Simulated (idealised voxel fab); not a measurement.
process module | voxel wiring stack
cross-section cut | 195 nm wide | cells 5 nm
A cross-section is a grid of square cells, given in bands from the top down. A band is one or more rows of cells.
Each band's line starts with the height of the band's top and of its bottom, in nm. Then come its materials from left to right, each with its width in nm. One material with "throughout" fills the band from edge to edge. "air" is empty space.
Height 0 is the level under which the wafer as received is all one material. The lowest band goes on downwards, as in "0 down".
A width such as "30 to 40" changes by the same amount from each row of cells to the next, from the band's top row to its bottom row.
"no change" after a step means that no cell of the cross-section changed.
closed voids: empty space of 8 cells or more with no open way to the top, each as width x height at its distance from the left edge, in nm
after a step's settings: what the simulator itself notes on the step
overlay nm, on a step with a mask: how far to the right of its planned place the mask lay; to the left if negative
plan
1 op RECEIVE | material Si
2 op CONFORMAL_DEP | material SiO2 | thk nm 15
3 op DIRECTIONAL_DEP | material TiN | thk nm 5
4 op DIRECTIONAL_DEP | material W | thk nm 15
5 op MASKED_ETCH | tone cover | mask id METAL_1 | width nm 30 | pitch nm 50 | etch materials W | depth nm 15 | overlay nm 0
6 op MASKED_ETCH | tone cover | mask id METAL_1 | width nm 30 | pitch nm 50 | etch materials TiN | depth nm 5 | overlay nm 0
7 op CONFORMAL_DEP | material SiN | thk nm 5
8 op FILL_DEP | material SiO2 | thk nm 5
9 op CMP | height nm 35
10 op CONFORMAL_DEP | material SiCN | thk nm 5
11 op DIRECTIONAL_DEP | material SiO2 | thk nm 10
12 op MASKED_ETCH | tone open | mask id PLUG_1 | width nm 15 | pitch nm 50 | etch materials SiO2 | depth nm 10 | overlay nm 0
13 op MASKED_ETCH | tone open | mask id PLUG_1 | width nm 15 | pitch nm 50 | etch materials SiCN | depth nm 5 | overlay nm 0
14 op EPI | material Ru | thk nm 10
15 op EPI | material Ru | thk nm 5
16 op CONFORMAL_DEP | material SiN | thk nm 5
17 op DIRECTIONAL_DEP | material lowk | thk nm 20
18 op DIRECTIONAL_DEP | material aC | thk nm 15
19 op PATTERN | tone open | mask id METAL_2 | material resist | width nm 20 | pitch nm 50 | thk nm 35 | overlay nm 0
20 op DIRECTIONAL_ETCH | etch materials aC | depth nm 15
21 op STRIP | etch materials resist
22 op DIRECTIONAL_ETCH | etch materials lowk | depth nm 20
23 op DIRECTIONAL_ETCH | etch materials SiN | depth nm 5
24 op STRIP | etch materials aC
25 op CONFORMAL_DEP | material TiN | thk nm 5
26 op FILL_DEP | material Cu | thk nm 10
27 op CMP | height nm 75
28 op EPI | material Ru | thk nm 5
29 op FILL_DEP | material SiCN | thk nm 5
varied across the wafers: width nm of step 19. The plan shows the first wafer's value. All wafers start alike
first wafer as received, after step 1
  0 down: Si throughout
  closed voids: none
first wafer at the end, after step 29
  85 to 80: SiCN throughout
  80 to 75: SiCN 30 | Ru 30 | SiCN 20 | Ru 30 | SiCN 20 | Ru 30 | SiCN 35
  75 to 55: lowk 35 | TiN 5 | Cu 10 | TiN 5 | lowk 30 | TiN 5 | Cu 10 | TiN 5 | lowk 30 | TiN 5 | Cu 10 | TiN 5 | lowk 40
  55 to 50: SiN 35 | TiN 20 | SiN 30 | TiN 20 | SiN 30 | TiN 20 | SiN 40
  50 to 40: SiO2 30 | Ru 15 | SiO2 35 | Ru 15 | SiO2 35 | Ru 15 | SiO2 50
  40 to 35: SiCN 30 | Ru 15 | SiCN 35 | Ru 15 | SiCN 35 | Ru 15 | SiCN 50
  35 to 20: SiO2 25 | SiN 5 | W 30 | SiN 5 | SiO2 10 | SiN 5 | W 30 | SiN 5 | SiO2 10 | SiN 5 | W 30 | SiN 5 | SiO2 30
  20 to 15: SiN 30 | TiN 30 | SiN 20 | TiN 30 | SiN 20 | TiN 30 | SiN 35
  15 to 0: SiO2 throughout
  0 down: Si throughout
  closed voids: none
last wafer at the end
  85 to 80: SiCN throughout
  80 to 75: SiCN 25 | Ru 45 | SiCN 5 | Ru 45 | SiCN 5 | Ru 45 | SiCN 25
  75 to 55: lowk 30 | TiN 5 | Cu 25 | TiN 5 | lowk 15 | TiN 5 | Cu 25 | TiN 5 | lowk 15 | TiN 5 | Cu 25 | TiN 5 | lowk 30
  55 to 50: SiN 30 | TiN 35 | SiN 15 | TiN 35 | SiN 15 | TiN 35 | SiN 30
  50 to 40: SiO2 30 | Ru 15 | SiO2 35 | Ru 15 | SiO2 35 | Ru 15 | SiO2 50
  40 to 35: SiCN 30 | Ru 15 | SiCN 35 | Ru 15 | SiCN 35 | Ru 15 | SiCN 50
  35 to 20: SiO2 25 | SiN 5 | W 30 | SiN 5 | SiO2 10 | SiN 5 | W 30 | SiN 5 | SiO2 10 | SiN 5 | W 30 | SiN 5 | SiO2 30
  20 to 15: SiN 30 | TiN 30 | SiN 20 | TiN 30 | SiN 20 | TiN 30 | SiN 35
  15 to 0: SiO2 throughout
  0 down: Si throughout
  closed voids: none
each wafer at the end: cells of each material gained (+) or lost (-) since it was received, then its closed voids
width nm 20 | +24 Cu | +45 Ru | +90 SiCN | +66 SiN | +222 SiO2 | +54 TiN | +54 W | +108 lowk | closed voids: none
width nm 25 | +36 Cu | +48 Ru | +87 SiCN | +63 SiN | +222 SiO2 | +57 TiN | +54 W | +96 lowk | closed voids: none
width nm 30 | +48 Cu | +51 Ru | +84 SiCN | +60 SiN | +222 SiO2 | +60 TiN | +54 W | +84 lowk | closed voids: none
width nm 35 | +60 Cu | +54 Ru | +81 SiCN | +57 SiN | +222 SiO2 | +63 TiN | +54 W | +72 lowk | closed voids: none
